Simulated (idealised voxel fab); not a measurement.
The process module that follows is named voxel trench capacitor.
Square cell edge 5 nm, section width 245 nm, ID cut.
Cross-section spec: square-cell grid; bands listed top down; each band is one or more rows. Band: top height; bottom height; in nm. Then, left to right: material with width in nm, for each material. "all across": a single material spanning edge to edge. "empty": empty space. Heads up on the height convention: 0 is the point under which the incoming wafer is all one material, and the lowest band has no bottom, it just keeps going down, like "0 down". The expression "30 to 40" gives the width at the extremes of the band, the first number at its top row of cells and the second at its bottom row, with the width changing by equal amounts from each row to the next in between. Where the words "nothing different" appear for a step, the cross-section shows no cell changed by that step; every cell remained as before. So "Closed empty spaces" is basically the list of trapped voids: any empty space of 8 cells or more that can't reach the top through an opening. They're written width x height at distance, the distance being from the left edge, and it's all nm. On a step's line, text after the settings is the simulator commenting on that step. overlay nm: how far to the right of its planned place the mask lay on this masked step (negative: to the left).
-- The planned process steps are enumerated hereunder
| 1 | RECEIVE [material Si] |
| 2 | CONFORMAL_DEP [material SiN] [thk nm 10] |
| 3 | DIRECTIONAL_DEP [material aC] [thk nm 10] |
| 4 | PATTERN [tone open] [mask id TRENCH] [material resist] [width nm 25] [pitch nm 45] [thk nm 25] [overlay nm 0] |
| 5 | DIRECTIONAL_ETCH [etch materials aC] [depth nm 10] |
| 6 | STRIP [etch materials resist] |
| 7 | DIRECTIONAL_ETCH [etch materials SiN] [depth nm 10] |
| 8 | DIRECTIONAL_ETCH [etch materials Si] [depth nm 35] |
| 9 | STRIP [etch materials aC] |
| 10 | CONFORMAL_DEP [material Al2O3] [thk nm 5] |
| 11 | CONFORMAL_DEP [material TiN] [thk nm 5] |
| 12 | FILL_DEP [material W] [thk nm 10] |
| 13 | CMP [height nm 10] |
-- This is the cross-section of the wafer as we received it, i.e. after step 1
    0 down | Si all across
    Closed empty spaces: none
-- Post-module cross-section: identical start and plan to those above, one misstep in execution
    10 to 0 | SiN 85, TiN 5, Al2O3 5, W 5, Al2O3 5, TiN 5, SiN 20, TiN 5, Al2O3 5, W 5, Al2O3 5, TiN 5, SiN 90
    0 to -25 | Si 85, TiN 5, Al2O3 5, W 5, Al2O3 5, TiN 5, Si 20, TiN 5, Al2O3 5, W 5, Al2O3 5, TiN 5, Si 90
    -25 to -30 | Si 85, TiN 5, Al2O3 15, TiN 5, Si 20, TiN 5, Al2O3 15, TiN 5, Si 90
    -30 to -35 | Si 85, TiN 25, Si 20, TiN 25, Si 90
    -35 down | Si all across
    Closed empty spaces: none
It is concluded that the wafer was processed incorrectly with respect to the plan, in that plan vs actual: 10 and 11 interchanged
